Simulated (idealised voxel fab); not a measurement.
Name of the process module below: voxel gate over fins
Cross-section cut: width 155 nm, square cells of 5 nm.
Notation: cross-section as square-cell grid; stated in bands, top first, going down; one or more cell rows per band.
Heads up on the band format: heights come first, top then bottom, in nm. After that it's the materials left to right, each with its width in nm. A single material flagged "everywhere" fills the whole band edge to edge, and "empty" means there's empty space there.
A quick word on heights: they are counted from 0, and under that level the wafer as it came to us is one material throughout. The lowest band is different from the rest in having no bottom; it simply continues downward, written as in "0 nm and below".
You'd read "30..40" like this: the band's top row of cells is as wide as the first number, its bottom row is as wide as the second, and going down, every row changes width by the same amount as the row before did.
"everything unchanged", as given for a step, is the statement that not any cell of the cross-section underwent a change during that step.
Entry "closed voids". Content: empty spaces with no open connection to the top, size 8 cells or greater. Each: width x height at distance. Distance: from left edge. Unit: nm.
Whatever follows a step's settings on its line is a remark the simulator itself makes about that step.
Steps that use a mask can have "overlay nm" on their line. It says how far the mask sat to the right of where it was meant to be. Negative means to the left.

LISTED BELOW ARE THE PROCESS STEPS AS PLANNED
step 1: RECEIVE (material Si)
step 2: CONFORMAL_DEP (material SiN; thk nm 5)
step 3: PATTERN (tone cover; mask id FINS; material resist; width nm 15; pitch nm 35; thk nm 15; overlay nm 0)
step 4: DIRECTIONAL_ETCH (etch materials SiN; depth nm 5)
step 5: DIRECTIONAL_ETCH (etch materials Si; depth nm 30)
step 6: STRIP (etch materials resist)
step 7: OXIDIZE (depth nm 5)
step 8: FILL_DEP (material SiO2; thk nm 15)
step 9: CMP (height nm 5)
step 10: SELECTIVE_ETCH (etch materials SiO2; depth nm 15)
step 11: STRIP (etch materials SiN)
step 12: CONFORMAL_DEP (material HfO2; thk nm 5)
step 13: CONFORMAL_DEP (material TiN; thk nm 5)
step 14: FILL_DEP (material W; thk nm 10)
step 15: CMP (height nm 15)
step 16: CONFORMAL_DEP (material SiCN; thk nm 10)

INCOMING WAFER, CROSS-SECTIONAL VIEW, POST STEP 1
    0 nm and below | Si everywhere
    closed voids: none

WAFER AT MODULE END, IN SECTION. BEGAN AS ABOVE, PLANNED AS ABOVE, RUN WITH ONE MISTAKE
    20 nm to 10 nm | SiCN everywhere
    10 nm to 5 nm | W 45 nm  TiN 25 nm  W 10 nm  TiN 25 nm  W 50 nm
    5 nm to 0 nm | W 45 nm  TiN 5 nm  HfO2 15 nm  TiN 5 nm  W 10 nm  TiN 5 nm  HfO2 15 nm  TiN 5 nm  W 50 nm
    0 nm to -5 nm | TiN 50 nm  HfO2 5 nm  Si 5 nm  HfO2 5 nm  TiN 20 nm  HfO2 5 nm  Si 5 nm  HfO2 5 nm  TiN 55 nm
    -5 nm to -10 nm | HfO2 55 nm  Si 5 nm  HfO2 30 nm  Si 5 nm  HfO2 60 nm
    -10 nm to -35 nm | SiO2 55 nm  Si 5 nm  SiO2 30 nm  Si 5 nm  SiO2 60 nm
    -35 nm and below | Si everywhere
    closed voids: none
In executing the process, a mistake was made relative to the plan: step 15 deviated from plan and actually ran as CMP (height nm 10)
